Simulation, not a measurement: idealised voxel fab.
This is a process module. Its name is voxel released beams.
FYI the section here is cut, 235 nm wide, cells are 5 nm squares.
If you're reading a cross-section in this doc, picture square cells in a grid; it comes to you as bands, top ones listed first down to the bottom, and a band can be one or more rows of cells. In this notation a band is specified by the heights of its top and bottom, in that order and in nm, after which its materials appear from left to right, each paired with its width in nm. The word "everywhere" attached to a single material means that material fills the band from edge to edge; the word "empty" stands for empty space. The reference from which all heights are counted is 0, the level beneath which the as-received wafer is entirely one material; the lowest band, having no lower bound, proceeds downward and is written after the example "0 nm and below". Top row gets the first number, bottom row gets the second, and each row in between changes by the same step: that is how a band width like "30->40" works. Take "nothing got changed" at face value: in the step it is given for, the cross-section changed in none of its cells. The label "Fully sealed voids" introduces a list of the empty spaces, 8 cells or larger, that have no open way up to the top; each entry in it reads width x height at distance, where the distance is taken from the left edge and all three are stated in nm. The remark found on a step's line after its settings is issued by the simulator itself and pertains to that step. "overlay nm", when on a step's line for a step with a mask, measures how far to the right of its planned place the mask lay; a negative measure means to the left.
-- The process steps that were planned are listed below
1) RECEIVE [material Si]
2) CONFORMAL_DEP [material Al2O3] [thk nm 5]
3) DIRECTIONAL_DEP [material SiO2] [thk nm 20]
4) MASKED_ETCH [tone open] [mask id ANCHOR] [width nm 30] [etch materials SiO2] [depth nm 20] [overlay nm 0]
5) CONFORMAL_DEP [material W] [thk nm 5]
6) MASKED_ETCH [tone cover] [mask id BEAM] [width nm 100] [etch materials W] [depth nm 10] [overlay nm 0]
7) STRIP [etch materials SiO2]
The plan's step 5 thk nm is the first wafer's value; the wafers differ in this setting and start identical.
-- Cross-section: the first of several wafers in its as-received state, i.e. following step 1
	0 nm and below | Si everywhere
	Fully sealed voids: none
-- wafer rows; end of module; cells per material since receipt: (+) gained, (-) lost; then closed voids
thk nm 5 | +47 Al2O3 | +28 W | Fully sealed voids: none
thk nm 10 | +47 Al2O3 | +56 W | Fully sealed voids: none
thk nm 15 | +47 Al2O3 | +164 SiO2 | +111 W | Fully sealed voids: none
thk nm 20 | +47 Al2O3 | +164 SiO2 | +158 W | Fully sealed voids: none
thk nm 25 | +47 Al2O3 | +164 SiO2 | +205 W | Fully sealed voids: none
